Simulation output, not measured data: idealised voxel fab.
This section sets out a process module, namely voxel quadruple lines.
Cross-sectional view cut (width: 230 nm; square cell size: 5 nm).
Reading order for cross-sections: top band down to bottom band. Underlying form: a grid of square cells. Band size: one or more rows of cells.
In this notation a band is specified by the heights of its top and bottom, in that order and in nm, after which its materials appear from left to right, each paired with its width in nm. The word "everywhere" attached to a single material means that material fills the band from edge to edge; the word "blank" stands for empty space.
Measure heights from 0. That's the level where, below it, the as-received wafer is all one material. The lowest band is bottomless and extends downward; write it as in "0 and below".
When a width is written as two numbers, as in "30..40", the first number is the width in the top row of cells of the band and the second is the width in its bottom row, and the width changes by the same amount from each row to the next.
For the purposes of this document, the phrase "no change" attached to a step denotes that no cell within the cross-section was modified by that step.
This entry, "Enclosed internal voids", enumerates those empty regions of no fewer than 8 cells that possess no open connection to the top. Each region is reported in the form width x height at distance, the distance being taken from the left edge, with all three quantities expressed in nm.
Whatever follows a step's settings on its line is a remark the simulator itself makes about that step.
overlay nm: on a step with a mask, how far right of its planned place the mask lay; negative means left.
-- Intended process steps
| 1 | RECEIVE: material Si |
| 2 | CONFORMAL_DEP: material SiO2, thk nm 5 |
| 3 | DIRECTIONAL_DEP: material W, thk nm 15 |
| 4 | DIRECTIONAL_DEP: material polySi, thk nm 20 |
| 5 | DIRECTIONAL_DEP: material aC, thk nm 20 |
| 6 | PATTERN: tone cover, mask id MANDREL, material resist, width nm 30, pitch nm 80, thk nm 25, overlay nm 0 |
| 7 | DIRECTIONAL_ETCH: etch materials aC, depth nm 20 |
| 8 | STRIP: etch materials resist |
| 9 | CONFORMAL_DEP: material SiO2, thk nm 10 |
| 10 | DIRECTIONAL_ETCH: etch materials SiO2, depth nm 10 |
| 11 | STRIP: etch materials aC |
| 12 | DIRECTIONAL_ETCH: etch materials polySi, depth nm 20 |
| 13 | STRIP: etch materials SiO2 |
| 14 | CONFORMAL_DEP: material SiCN, thk nm 10 |
| 15 | DIRECTIONAL_ETCH: etch materials SiCN, depth nm 10 |
| 16 | STRIP: etch materials polySi |
| 17 | DIRECTIONAL_ETCH: etch materials W, depth nm 15 |
| 18 | STRIP: etch materials SiCN |
| 19 | FILL_DEP: material SiO2, thk nm 5 |
| 20 | CMP: height nm 20 |
-- Cross-section, incoming material, after step 1
	0 and below = Si everywhere
	Enclosed internal voids: none
-- End-of-module XS, first of two wafers, run as planned
	20 down to 5 = 40 nm SiO2 / 10 nm W / 10 nm SiO2 / 10 nm W / 10 nm SiO2 / 10 nm W / 10 nm SiO2 / 10 nm W / 10 nm SiO2 / 10 nm W / 10 nm SiO2 / 10 nm W / 10 nm SiO2 / 10 nm W / 10 nm SiO2 / 10 nm W / 40 nm SiO2
	5 down to 0 = SiO2 everywhere
	0 and below = Si everywhere
	Enclosed internal voids: none
-- Second wafer through the module, sectioned at the end: same beginning and same plan as the first wafer, with one mistake in carrying it out
	20 down to 5 = polySi everywhere
	5 down to 0 = SiO2 everywhere
	0 and below = Si everywhere
	Enclosed internal voids: none
Nonconformance to the process plan: step 4 occupied the plan position of step 3, and the converse holds as well
Final wafer comparison in cells, second versus first, more or fewer per material: SiO2: 90 fewer | W: 48 fewer | polySi: 138 more
